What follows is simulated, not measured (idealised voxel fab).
Process module name: voxel ribs on slabs
The figure presents cross-section cut, which has a width of 140 nm and is divided into square cells with an edge length of 5 nm.
The cross-sections in this document take the form of a grid made of square cells. They are written out as bands, in order from top to bottom. Each band consists of one or more rows of cells. Band: top and bottom heights (nm) first, top before bottom; then materials from left to right, widths in nm. "full width" marks a sole material filling the band edge to edge. "blank" denotes empty space. Heads up on the height convention: 0 is the point under which the incoming wafer is all one material, and the lowest band has no bottom, it just keeps going down, like "z 0 and below". With a width like "30 to 40", each row of cells in the band differs from the next by the same amount, the top row carrying the first number and the bottom row the second. "changes: none" (step): cross-section cells unchanged, all of them. For the entry "Sealed internal cavities", the listed items are empty spaces with no open way to the top whose size is 8 cells or more; each item follows the pattern width x height at distance, where distance is from the left edge and all three are in nm. Heads up: the bit after the settings on a step's line is the simulator's remark on that step. The "overlay nm" setting may appear on a step's line; for a step that uses a mask, it gives how far to the right of its planned position the mask lay, and a negative value indicates the left.

So here's the lineup of process steps we planned:
1,RECEIVE,material Si
2,DIRECTIONAL_DEP,material SiO2,thk nm 30
3,DIRECTIONAL_DEP,material SiN,thk nm 15
4,DIRECTIONAL_DEP,material aC,thk nm 10
5,PATTERN,tone cover,mask id RIB,material resist,width nm 30,thk nm 30,overlay nm 0
6,DIRECTIONAL_ETCH,etch materials aC,depth nm 10
7,STRIP,etch materials resist
8,DIRECTIONAL_ETCH,etch materials SiN,depth nm 5
9,STRIP,etch materials aC
10,MASKED_ETCH,tone cover,mask id SLAB,width nm 90,etch materials SiN,depth nm 10,overlay nm 0
11,FILL_DEP,material SiO2,thk nm 30
12,CMP,height nm 65
13,DIRECTIONAL_DEP,material W,thk nm 10
14,DIRECTIONAL_DEP,material aC,thk nm 10
15,PATTERN,tone cover,mask id HEATER,material resist,width nm 40,thk nm 30,overlay nm 0
16,DIRECTIONAL_ETCH,etch materials aC,depth nm 10
17,STRIP,etch materials resist
18,DIRECTIONAL_ETCH,etch materials W,depth nm 10
19,STRIP,etch materials aC
20,CONFORMAL_DEP,material SiN,thk nm 10

Cross-section of the wafer as it came to us, i.e., already through step 1:
> z 0 and below: Si full width
> Sealed internal cavities: none

Cross-sectional image of the first of two wafers at the end of the module, the run having proceeded as planned:
> z 85 to 75: blank=40; SiN=60; blank=40
> z 75 to 65: SiN=50; W=40; SiN=50
> z 65 to 45: SiO2 full width
> z 45 to 40: SiO2=55; SiN=30; SiO2=55
> z 40 to 30: SiO2=25; SiN=90; SiO2=25
> z 30 to 0: SiO2 full width
> z 0 and below: Si full width
> Sealed internal cavities: none

Wafer two (of two), end-of-module cross-section: start = wafer one, plan = wafer one, one run mistake:
> z 75 to 65: blank=50; W=40; blank=50
> z 65 to 45: SiO2 full width
> z 45 to 40: SiO2=55; SiN=30; SiO2=55
> z 40 to 30: SiO2=25; SiN=90; SiO2=25
> z 30 to 0: SiO2 full width
> z 0 and below: Si full width
> Sealed internal cavities: none
What went wrong in running the wafer? skipped: plan step 20 (never run)
Final difference in cells, second wafer against first, listed per material as more or fewer: SiN -64
